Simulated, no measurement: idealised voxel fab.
Documented hereafter: the process module known as voxel tone inversion.
Cross-sectional view cut (width: 230 nm; square cell size: 5 nm).
Notation: cross-section as square-cell grid; stated in bands, top first, going down; one or more cell rows per band. Basically the band line says how high the top is and how high the bottom is, in nm, and then what's in it from left to right, every material with its width in nm. Empty space shows up as "empty", and if a single material carries "all across" it runs the full band edge to edge. Heights are reckoned from 0. Under this level, the received wafer is all of one material. The bottommost band is open-ended downward, for example "0 and below". Width spec "30 to 40" -> top row of cells at first value, bottom row at second value, equal per-row change in between. For the purposes of this document, the phrase "identical to before" attached to a step denotes that no cell within the cross-section was modified by that step. This entry, "Closed void inventory", enumerates those empty regions of no fewer than 8 cells that possess no open connection to the top. Each region is reported in the form width x height at distance, the distance being taken from the left edge, with all three quantities expressed in nm. Whatever follows a step's settings on its line is a remark the simulator itself makes about that step. overlay nm: mask right of planned place by this much (step with mask). Neg. = left.
-- Process steps (planned)
| 1 | RECEIVE | material Si |
| 2 | CONFORMAL_DEP | material SiCN | thk nm 10 |
| 3 | DIRECTIONAL_DEP | material polySi | thk nm 20 |
| 4 | PATTERN | tone cover | mask id POSTS | material resist | width nm 20 | pitch nm 40 | thk nm 30 | overlay nm 0 |
| 5 | DIRECTIONAL_ETCH | etch materials polySi | depth nm 20 |
| 6 | STRIP | etch materials resist |
| 7 | FILL_DEP | material SiO2 | thk nm 5 |
| 8 | CMP | height nm 30 |
| 9 | STRIP | etch materials polySi |
| 10 | CONFORMAL_DEP | material TiN | thk nm 5 |
| 11 | FILL_DEP | material W | thk nm 5 |
| 12 | CMP | height nm 30 |
| 13 | CONFORMAL_DEP | material SiCN | thk nm 5 |
-- Wafer cross-section on receipt, i.e. after step 1
    0 and below = Si all across
    Closed void inventory: none
-- Here's the cross-section of the first of our two wafers at the end of the module - it ran as planned
    35 down to 30 = SiCN all across
    30 down to 15 = SiO2: 85, then TiN: 5, then W: 10, then TiN: 5, then SiO2: 20, then TiN: 5, then W: 10, then TiN: 5, then SiO2: 85
    15 down to 10 = SiO2: 85, then TiN: 20, then SiO2: 20, then TiN: 20, then SiO2: 85
    10 down to 0 = SiCN all across
    0 and below = Si all across
    Closed void inventory: none
-- Wafer two cross-section, module end. Start and plan unchanged from wafer one; one mistake made during the run
    35 down to 30 = SiCN all across
    30 down to 15 = SiO2: 85, then TiN: 5, then W: 15, then TiN: 5, then SiO2: 15, then TiN: 5, then W: 15, then TiN: 5, then SiO2: 80
    15 down to 10 = SiO2: 85, then TiN: 25, then SiO2: 15, then TiN: 25, then SiO2: 80
    10 down to 0 = SiCN all across
    0 and below = Si all across
    Closed void inventory: none
What was done differently from what was planned? rather than as planned, step 4 actually ran as PATTERN | tone cover | mask id POSTS | material resist | width nm 25 | pitch nm 40 | thk nm 30 | overlay nm 0
Per the end-of-run cell counts, the second wafer holds more or fewer of some materials than the first: SiO2 -8, TiN +2, W +6
